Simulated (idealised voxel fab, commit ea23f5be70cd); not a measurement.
The name of this process module is voxel fin reveal.
In the cross-section labelled cut, the width is 275 nm and each square cell is 5 nm.
Heads up, the way a cross-section reads in here is a grid of square cells, handed over as bands from the top down, with every band being one or more rows of cells.
For a band, the entry starts with two heights in nm, that of the top and then that of the bottom, and carries on with the band's materials in order from left to right, each alongside its width in nm; the word "all across" beside a single material means it fills the band edge to edge, and "empty" means empty space.
Heights from 0 (as-received wafer is one material below). Bottom band endless downward, as "0 and below".
Graded width ("30->40"): value in top row of band = first number; value in bottom row = second number; row-to-row change constant.
No cell of the cross-section changed in a step that is given as "nothing was modified".
The label "Unvented cavities" introduces a list of the empty spaces, 8 cells or larger, that have no open way up to the top; each entry in it reads width x height at distance, where the distance is taken from the left edge and all three are stated in nm.
Formally, on a step line, whatever follows the settings is a remark that the simulator itself makes on the step.
overlay nm, on a step with a mask: how far to the right of its planned place the mask lay; to the left if negative
**The following list gives the planned process steps**
step 1: RECEIVE (material Si)
step 2: CONFORMAL_DEP (material SiN; thk nm 10)
step 3: PATTERN (tone cover; mask id FINS; material resist; width nm 15; pitch nm 35; thk nm 20; overlay nm 0)
step 4: DIRECTIONAL_ETCH (etch materials SiN; depth nm 10)
step 5: DIRECTIONAL_ETCH (etch materials Si; depth nm 40)
step 6: STRIP (etch materials resist)
step 7: OXIDIZE (depth nm 5)
step 8: FILL_DEP (material SiO2; thk nm 15)
step 9: CMP (height nm 10)
step 10: SELECTIVE_ETCH (etch materials SiO2; depth nm 25)
step 11: STRIP (etch materials SiN)
step 12: CONFORMAL_DEP (material HfO2; thk nm 5)
**Below: the first of two wafers, run as planned**
**As-received state of the wafer in cross-section, equivalent to post-step 1**
* 0 and below  Si all across
* Unvented cavities: none
**How the wafer stands in section after step 2**
* 10 down to 0  SiN all across
* Below 0, no change.
**How the wafer stands in section after step 3**
* 30 down to 10  110 of empty / 15 of resist / 20 of empty / 15 of resist / 115 of empty
* Below 10, no change.
**How the wafer stands in section after step 4**
* 30 down to 10  110 of empty / 15 of resist / 20 of empty / 15 of resist / 115 of empty
* 10 down to 0  110 of empty / 15 of SiN / 20 of empty / 15 of SiN / 115 of empty
* Below 0, no change.
**How the wafer stands in section after step 5**
* 30 down to 10  110 of empty / 15 of resist / 20 of empty / 15 of resist / 115 of empty
* 10 down to 0  110 of empty / 15 of SiN / 20 of empty / 15 of SiN / 115 of empty
* 0 down to -40  110 of empty / 15 of Si / 20 of empty / 15 of Si / 115 of empty
* Below -40, no change.
**How the wafer stands in section after step 6**
* 10 down to 0  110 of empty / 15 of SiN / 20 of empty / 15 of SiN / 115 of empty
* Below 0, no change.
**How the wafer stands in section after step 7**
* 10 down to 0  110 of empty / 15 of SiN / 20 of empty / 15 of SiN / 115 of empty
* 0 down to -40  110 of empty / 5 of SiO2 / 5 of Si / 5 of SiO2 / 20 of empty / 5 of SiO2 / 5 of Si / 5 of SiO2 / 115 of empty
* -40 down to -45  115 of SiO2 / 5 of Si / 30 of SiO2 / 5 of Si / 120 of SiO2
* Below -45, no change.
**How the wafer stands in section after step 8**
* 25 down to 10  SiO2 all across
* 10 down to 0  110 of SiO2 / 15 of SiN / 20 of SiO2 / 15 of SiN / 115 of SiO2
* 0 down to -45  115 of SiO2 / 5 of Si / 30 of SiO2 / 5 of Si / 120 of SiO2
* Below -45, no change.
**How the wafer stands in section after step 9**
* 10 down to 0  110 of SiO2 / 15 of SiN / 20 of SiO2 / 15 of SiN / 115 of SiO2
* Below 0, no change.
**How the wafer stands in section after step 10**
* 10 down to 0  110 of empty / 15 of SiN / 20 of empty / 15 of SiN / 115 of empty
* 0 down to -15  115 of empty / 5 of Si / 30 of empty / 5 of Si / 120 of empty
* Below -15, no change.
**How the wafer stands in section after step 11**
* 0 down to -15  115 of empty / 5 of Si / 30 of empty / 5 of Si / 120 of empty
* Below -15, no change.
**How the wafer stands in section after step 12**
* 5 down to 0  110 of empty / 15 of HfO2 / 20 of empty / 15 of HfO2 / 115 of empty
* 0 down to -10  110 of empty / 5 of HfO2 / 5 of Si / 5 of HfO2 / 20 of empty / 5 of HfO2 / 5 of Si / 5 of HfO2 / 115 of empty
* -10 down to -15  115 of HfO2 / 5 of Si / 30 of HfO2 / 5 of Si / 120 of HfO2
* Below -15, no change.
**Wafer two. Same start, same plan, one slip in execution. Same as wafer one through step 2, inclusive**
**Cross-section: second wafer, time at which step 3 was scheduled to end**
* 30 down to 10  110 of resist / 15 of empty / 20 of resist / 15 of empty / 115 of resist
* Below 10, no change.
**Cross-section: second wafer, time at which step 4 was scheduled to end**
* 30 down to 10  110 of resist / 15 of empty / 20 of resist / 15 of empty / 115 of resist
* 10 down to 0  110 of SiN / 15 of empty / 20 of SiN / 15 of empty / 115 of SiN
* Below 0, no change.
**Cross-section: second wafer, time at which step 5 was scheduled to end**
* 30 down to 10  110 of resist / 15 of empty / 20 of resist / 15 of empty / 115 of resist
* 10 down to 0  110 of SiN / 15 of empty / 20 of SiN / 15 of empty / 115 of SiN
* 0 down to -40  110 of Si / 15 of empty / 20 of Si / 15 of empty / 115 of Si
* Below -40, no change.
**Cross-section: second wafer, time at which step 6 was scheduled to end**
* 10 down to 0  110 of SiN / 15 of empty / 20 of SiN / 15 of empty / 115 of SiN
* Below 0, no change.
**Cross-section: second wafer, time at which step 7 was scheduled to end**
* 10 down to 0  110 of SiN / 15 of empty / 20 of SiN / 15 of empty / 115 of SiN
* 0 down to -40  105 of Si / 5 of SiO2 / 15 of empty / 5 of SiO2 / 10 of Si / 5 of SiO2 / 15 of empty / 5 of SiO2 / 110 of Si
* -40 down to -45  105 of Si / 25 of SiO2 / 10 of Si / 25 of SiO2 / 110 of Si
* Below -45, no change.
**Cross-section: second wafer, time at which step 8 was scheduled to end**
* 25 down to 10  SiO2 all across
* 10 down to 0  110 of SiN / 15 of SiO2 / 20 of SiN / 15 of SiO2 / 115 of SiN
* 0 down to -45  105 of Si / 25 of SiO2 / 10 of Si / 25 of SiO2 / 110 of Si
* Below -45, no change.
**Cross-section: second wafer, time at which step 9 was scheduled to end**
* 10 down to 0  110 of SiN / 15 of SiO2 / 20 of SiN / 15 of SiO2 / 115 of SiN
* Below 0, no change.
**Cross-section: second wafer, time at which step 10 was scheduled to end**
* 10 down to 0  110 of SiN / 15 of empty / 20 of SiN / 15 of empty / 115 of SiN
* 0 down to -15  105 of Si / 25 of empty / 10 of Si / 25 of empty / 110 of Si
* Below -15, no change.
**Cross-section: second wafer, time at which step 11 was scheduled to end**
* 0 down to -15  105 of Si / 25 of empty / 10 of Si / 25 of empty / 110 of Si
* Below -15, no change.
**Cross-section: second wafer, time at which step 12 was scheduled to end**
* 5 down to 0  110 of HfO2 / 15 of empty / 20 of HfO2 / 15 of empty / 115 of HfO2
* 0 down to -10  105 of Si / 5 of HfO2 / 15 of empty / 5 of HfO2 / 10 of Si / 5 of HfO2 / 15 of empty / 5 of HfO2 / 110 of Si
* -10 down to -15  105 of Si / 25 of HfO2 / 10 of Si / 25 of HfO2 / 110 of Si
* Below -15, no change.
In executing the process, a mistake was made relative to the plan: step 3 did not happen as planned, as run it was PATTERN (tone open; mask id FINS; material resist; width nm 15; pitch nm 35; thk nm 20; overlay nm 0)
It is noted that, at the conclusion of processing, the second wafer exhibits a higher or lower cell count for certain materials relative to the first: 387 more of Si, 258 fewer of SiO2
